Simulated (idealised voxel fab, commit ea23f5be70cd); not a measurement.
process module | voxel self aligned vias
Cross-sectional view cut (width: 275 nm; square cell size: 5 nm).
Cross-section, as written here: a square-cell grid given band by band from the top down, where a band holds one or more rows of cells. Look at the band entry: it leads with the top's height and the bottom's height in nm. Then it lists the materials left to right, with a width in nm for each. The word "edge to edge" on a single material says that material fills the band edge to edge. The word "blank" is empty space. Ref level 0: as-received wafer is one material below here. Bottom band extends down with no lower bound ("from 0 down"). The expression "30 to 40" gives the width at the extremes of the band, the first number at its top row of cells and the second at its bottom row, with the width changing by equal amounts from each row to the next in between. "nothing changed" (step): cross-section cells unchanged, all of them. In the "Enclosed empty spaces" entry, you get each enclosed empty space of 8 cells or more, one with no open way to the top, written width x height at distance, distance from the left edge, in nm. after a step's settings: what the simulator itself notes on the step. What "overlay nm" on a step's line means: if the step has a mask, that mask lay this far to the right of its planned place, or, when the value is negative, to the left.

List of planned process steps:
1) RECEIVE, material Si
2) CONFORMAL_DEP, material SiO2, thk nm 15
3) CONFORMAL_DEP, material SiCN, thk nm 5
4) DIRECTIONAL_DEP, material lowk, thk nm 20
5) PATTERN, tone open, mask id LINES, material resist, width nm 25, pitch nm 60, thk nm 15, overlay nm 0
6) DIRECTIONAL_ETCH, etch materials lowk, depth nm 20
7) STRIP, etch materials resist
8) CONFORMAL_DEP, material TiN, thk nm 5
9) FILL_DEP, material Ru, thk nm 5
10) CMP, height nm 40
11) SELECTIVE_ETCH, etch materials W Ru TiN, depth nm 10
12) FILL_DEP, material SiN, thk nm 5
13) CMP, height nm 40
14) DIRECTIONAL_DEP, material lowk, thk nm 15
15) PATTERN, tone open, mask id VIAS, material resist, width nm 35, pitch nm 60, thk nm 15, overlay nm 0
16) DIRECTIONAL_ETCH, etch materials lowk, depth nm 15
17) DIRECTIONAL_ETCH, etch materials SiN, depth nm 10
18) STRIP, etch materials resist
19) CONFORMAL_DEP, material TiN, thk nm 5
20) FILL_DEP, material Cu, thk nm 10
21) CMP, height nm 55
22) CONFORMAL_DEP, material SiCN, thk nm 5

Cross-section, incoming material, after step 1:
* from 0 down = Si edge to edge
* Enclosed empty spaces: none

The module was run from the start shown above using the plan shown above, but one mistake was made doing it; the resulting wafer cross-section is below:
* from 60 to 55 = SiCN edge to edge
* from 55 to 45 = lowk: 90; TiN: 5; Cu: 25; TiN: 5; lowk: 25; TiN: 5; Cu: 25; TiN: 5; lowk: 90
* from 45 to 40 = lowk: 90; TiN: 35; lowk: 25; TiN: 35; lowk: 90
* from 40 to 35 = SiCN edge to edge
* from 35 to 15 = lowk edge to edge
* from 15 to 0 = SiO2 edge to edge
* from 0 down = Si edge to edge
* Enclosed empty spaces: none
The plan and the run diverged here: order of steps 3 and 4 inverted relative to the plan
